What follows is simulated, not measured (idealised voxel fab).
Process module heading - voxel wiring stack
Cross-section cut spans 260 nm and uses square cells 5 nm in size.
In this document a cross-section is written as a grid of square cells. It is given as a series of bands, listed from the top down, and a band is one or more rows of cells.
First you get the band's top height and its bottom height, in nm, and then the materials it's made of, left to right, with each width in nm. If you see a single material with "edge to edge", that one covers the band edge to edge. "air" is empty space.
Heads up on the height convention: 0 is the point under which the incoming wafer is all one material, and the lowest band has no bottom, it just keeps going down, like "0 down".
You'd read "30 to 40" like this: the band's top row of cells is as wide as the first number, its bottom row is as wide as the second, and going down, every row changes width by the same amount as the row before did.
The cross-section has no changed cell in any step marked "no change".
"Enclosed internal cavities": empty spaces of 8 cells or more with no open way to the top, each given as width x height at distance, distance from the left edge, all in nm.
What comes after the settings on a step's line is commentary from the simulator itself on that step.
"overlay nm" on a masked step: distance the mask lay right of its planned place, negative for left.
Below is the list of planned process steps:
1) RECEIVE [material Si]
2) CONFORMAL_DEP [material SiO2] [thk nm 15]
3) CONFORMAL_DEP [material SiCN] [thk nm 5]
4) DIRECTIONAL_DEP [material lowk] [thk nm 15]
5) DIRECTIONAL_DEP [material aC] [thk nm 10]
6) PATTERN [tone open] [mask id METAL_1] [material resist] [width nm 30] [pitch nm 45] [thk nm 30] [overlay nm 0]
7) DIRECTIONAL_ETCH [etch materials aC] [depth nm 10]
8) STRIP [etch materials resist]
9) DIRECTIONAL_ETCH [etch materials lowk] [depth nm 15]
10) DIRECTIONAL_ETCH [etch materials SiCN] [depth nm 5]
11) STRIP [etch materials aC]
12) CONFORMAL_DEP [material TiN] [thk nm 5]
13) FILL_DEP [material Ru] [thk nm 10]
14) CMP [height nm 35]
15) CONFORMAL_DEP [material SiCN] [thk nm 5]
16) DIRECTIONAL_DEP [material SiO2] [thk nm 30]
17) PATTERN [tone open] [mask id METAL_2] [material resist] [width nm 30] [pitch nm 45] [thk nm 20] [overlay nm 0]
18) DIRECTIONAL_ETCH [etch materials SiO2] [depth nm 20]
19) STRIP [etch materials resist]
20) PATTERN [tone open] [mask id METAL_2_HOLES] [material resist] [width nm 15] [pitch nm 45] [thk nm 20] [overlay nm 0]
21) DIRECTIONAL_ETCH [etch materials SiO2] [depth nm 10]
22) DIRECTIONAL_ETCH [etch materials SiCN] [depth nm 5]
23) STRIP [etch materials resist]
24) CONFORMAL_DEP [material TiN] [thk nm 5]
25) FILL_DEP [material Cu] [thk nm 5]
26) CMP [height nm 70]
27) CONFORMAL_DEP [material SiCN] [thk nm 5]
28) DIRECTIONAL_DEP [material lowk] [thk nm 30]
29) DIRECTIONAL_DEP [material aC] [thk nm 15]
30) PATTERN [tone open] [mask id METAL_3_HOLES] [material resist] [width nm 15] [pitch nm 45] [thk nm 35] [overlay nm 0]
31) DIRECTIONAL_ETCH [etch materials aC] [depth nm 15]
32) STRIP [etch materials resist]
33) DIRECTIONAL_ETCH [etch materials lowk] [depth nm 30]
34) STRIP [etch materials aC]
35) MASKED_ETCH [tone open] [mask id METAL_3] [width nm 30] [pitch nm 45] [etch materials lowk] [depth nm 15] [overlay nm 0]
36) MASKED_ETCH [tone open] [mask id METAL_3] [width nm 30] [pitch nm 45] [etch materials SiCN] [depth nm 5] [overlay nm 0]
37) CONFORMAL_DEP [material TiN] [thk nm 5]
38) FILL_DEP [material Cu] [thk nm 5]
39) CMP [height nm 105]
40) CONFORMAL_DEP [material SiCN] [thk nm 5]
As received (post step 1): cross-section:
> 0 down | Si edge to edge
> Enclosed internal cavities: none
This is how the wafer looks in cross-section once the module is done, given the starting state and plan above and one mistake in carrying the plan out:
> 110 to 105 | SiCN edge to edge
> 105 to 95 | 45 of lowk, 5 of TiN, 5 of Cu, 5 of TiN, 30 of lowk, 5 of TiN, 5 of Cu, 5 of TiN, 30 of lowk, 5 of TiN, 5 of Cu, 5 of TiN, 30 of lowk, 5 of TiN, 5 of Cu, 5 of TiN, 65 of lowk
> 95 to 90 | 45 of lowk, 15 of TiN, 30 of lowk, 15 of TiN, 30 of lowk, 15 of TiN, 30 of lowk, 15 of TiN, 65 of lowk
> 90 to 75 | lowk edge to edge
> 75 to 70 | SiCN edge to edge
> 70 to 55 | 45 of SiO2, 5 of TiN, 20 of Cu, 5 of TiN, 15 of SiO2, 5 of TiN, 20 of Cu, 5 of TiN, 15 of SiO2, 5 of TiN, 20 of Cu, 5 of TiN, 15 of SiO2, 5 of TiN, 20 of Cu, 5 of TiN, 50 of SiO2
> 55 to 50 | 45 of SiO2, 5 of TiN, 5 of Cu, 20 of TiN, 15 of SiO2, 5 of TiN, 5 of Cu, 20 of TiN, 15 of SiO2, 5 of TiN, 5 of Cu, 20 of TiN, 15 of SiO2, 5 of TiN, 5 of Cu, 20 of TiN, 50 of SiO2
> 50 to 40 | 45 of SiO2, 5 of TiN, 5 of Cu, 5 of TiN, 30 of SiO2, 5 of TiN, 5 of Cu, 5 of TiN, 30 of SiO2, 5 of TiN, 5 of Cu, 5 of TiN, 30 of SiO2, 5 of TiN, 5 of Cu, 5 of TiN, 65 of SiO2
> 40 to 35 | 45 of SiCN, 15 of TiN, 30 of SiCN, 15 of TiN, 30 of SiCN, 15 of TiN, 30 of SiCN, 15 of TiN, 65 of SiCN
> 35 to 20 | 45 of lowk, 5 of TiN, 20 of Ru, 5 of TiN, 15 of lowk, 5 of TiN, 20 of Ru, 5 of TiN, 15 of lowk, 5 of TiN, 20 of Ru, 5 of TiN, 15 of lowk, 5 of TiN, 20 of Ru, 5 of TiN, 50 of lowk
> 20 to 15 | 45 of SiCN, 30 of TiN, 15 of SiCN, 30 of TiN, 15 of SiCN, 30 of TiN, 15 of SiCN, 30 of TiN, 50 of SiCN
> 15 to 0 | SiO2 edge to edge
> 0 down | Si edge to edge
> Enclosed internal cavities: none
What broke from the plan during processing? plan step 28 was twice executed
